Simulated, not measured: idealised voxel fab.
Presented below is a process module, voxel self aligned vias.
For reference, the cross-section in this document is cut, with width 240 nm and square cells of 5 nm.
This document writes a cross-section as a grid whose cells are square, and gives it as bands, listed from the top down; one or more rows of cells form a band.
Quick guide to a band line: top height, bottom height (nm) up front; then every material left to right with its width in nm. Only one material and it's marked "everywhere"? Then it fills the band edge to edge. And "empty" just means empty space.
Heights are reckoned from 0. Under this level, the received wafer is all of one material. The bottommost band is open-ended downward, for example "0 nm and below".
Read "30..40" as a graded width: first number on top, second number at the bottom, same change between each pair of neighbouring rows.
Step marked "no change"? Then no cell in the cross-section changed in it.
Heads up: "Entrapped void list" only lists the empty pockets with no open path to the top that are 8 cells or more, and it writes them as width x height at distance, distance from the left edge, in nm.
It should be noted that, on the line of a given step, the content following the step's settings is a remark produced by the simulator itself with respect to that step.
Among the settings permitted on a step's line is "overlay nm"; applied to a step with a mask, it specifies the extent to which the mask lay to the right of its planned position, whereas a negative figure signifies a position to the left.
### Process steps (planned)
1 op RECEIVE | material Si
2 op CONFORMAL_DEP | material SiO2 | thk nm 15
3 op CONFORMAL_DEP | material SiCN | thk nm 5
4 op DIRECTIONAL_DEP | material SiO2 | thk nm 30
5 op DIRECTIONAL_DEP | material aC | thk nm 10
6 op PATTERN | tone open | mask id LINES | material resist | width nm 20 | pitch nm 50 | thk nm 30 | overlay nm 0
7 op DIRECTIONAL_ETCH | etch materials aC | depth nm 10
8 op STRIP | etch materials resist
9 op DIRECTIONAL_ETCH | etch materials SiO2 | depth nm 30
10 op STRIP | etch materials aC
11 op CONFORMAL_DEP | material TiN | thk nm 5
12 op FILL_DEP | material Ru | thk nm 5
13 op CMP | height nm 50
14 op SELECTIVE_ETCH | etch materials W Ru TiN | depth nm 5
15 op FILL_DEP | material SiN | thk nm 5
16 op CMP | height nm 50
17 op DIRECTIONAL_DEP | material SiO2 | thk nm 20
18 op PATTERN | tone open | mask id VIAS | material resist | width nm 30 | pitch nm 100 | thk nm 20 | overlay nm 0
19 op DIRECTIONAL_ETCH | etch materials SiO2 | depth nm 20
20 op DIRECTIONAL_ETCH | etch materials SiN | depth nm 5
21 op STRIP | etch materials resist
22 op CONFORMAL_DEP | material TiN | thk nm 5
23 op FILL_DEP | material Cu | thk nm 5
24 op CMP | height nm 70
25 op CONFORMAL_DEP | material SiN | thk nm 5
### As-received state of the wafer in cross-section, equivalent to post-step 1
* 0 nm and below: Si everywhere
* Entrapped void list: none
### First wafer of two, sectioned at end of module; run went per plan
* 75 nm to 70 nm: SiN everywhere
* 70 nm to 55 nm: SiO2 55 nm / TiN 5 nm / Cu 20 nm / TiN 5 nm / SiO2 70 nm / TiN 5 nm / Cu 20 nm / TiN 5 nm / SiO2 55 nm
* 55 nm to 50 nm: SiO2 55 nm / TiN 10 nm / Cu 10 nm / TiN 10 nm / SiO2 70 nm / TiN 10 nm / Cu 10 nm / TiN 10 nm / SiO2 55 nm
* 50 nm to 45 nm: SiO2 60 nm / TiN 20 nm / SiO2 30 nm / SiN 20 nm / SiO2 30 nm / TiN 20 nm / SiO2 60 nm
* 45 nm to 25 nm: SiO2 60 nm / TiN 5 nm / Ru 10 nm / TiN 5 nm / SiO2 30 nm / TiN 5 nm / Ru 10 nm / TiN 5 nm / SiO2 30 nm / TiN 5 nm / Ru 10 nm / TiN 5 nm / SiO2 60 nm
* 25 nm to 20 nm: SiO2 60 nm / TiN 20 nm / SiO2 30 nm / TiN 20 nm / SiO2 30 nm / TiN 20 nm / SiO2 60 nm
* 20 nm to 15 nm: SiCN everywhere
* 15 nm to 0 nm: SiO2 everywhere
* 0 nm and below: Si everywhere
* Entrapped void list: none
### Wafer two, end of module, cross-section. Same start, same plan as wafer one. One mistake in the run
* 75 nm to 70 nm: SiN everywhere
* 70 nm to 55 nm: SiO2 55 nm / TiN 5 nm / Cu 20 nm / TiN 5 nm / SiO2 70 nm / TiN 5 nm / Cu 20 nm / TiN 5 nm / SiO2 55 nm
* 55 nm to 50 nm: SiO2 55 nm / TiN 10 nm / Cu 10 nm / TiN 10 nm / SiO2 70 nm / TiN 10 nm / Cu 10 nm / TiN 10 nm / SiO2 55 nm
* 50 nm to 45 nm: SiO2 60 nm / TiN 20 nm / SiO2 30 nm / SiN 20 nm / SiO2 30 nm / TiN 20 nm / SiO2 60 nm
* 45 nm to 25 nm: SiO2 60 nm / TiN 5 nm / Ru 10 nm / TiN 5 nm / SiO2 30 nm / TiN 5 nm / Ru 10 nm / TiN 5 nm / SiO2 30 nm / TiN 5 nm / Ru 10 nm / TiN 5 nm / SiO2 60 nm
* 25 nm to 20 nm: SiO2 60 nm / TiN 20 nm / SiO2 30 nm / TiN 20 nm / SiO2 30 nm / TiN 20 nm / SiO2 60 nm
* 20 nm to 5 nm: SiO2 everywhere
* 5 nm to 0 nm: SiCN everywhere
* 0 nm and below: Si everywhere
* Entrapped void list: none
Diagnosis: a sequencing error occurred in which plan steps 2 and 3 were transposed
Final wafers compared: equal cell tally per material, rearranged layout.
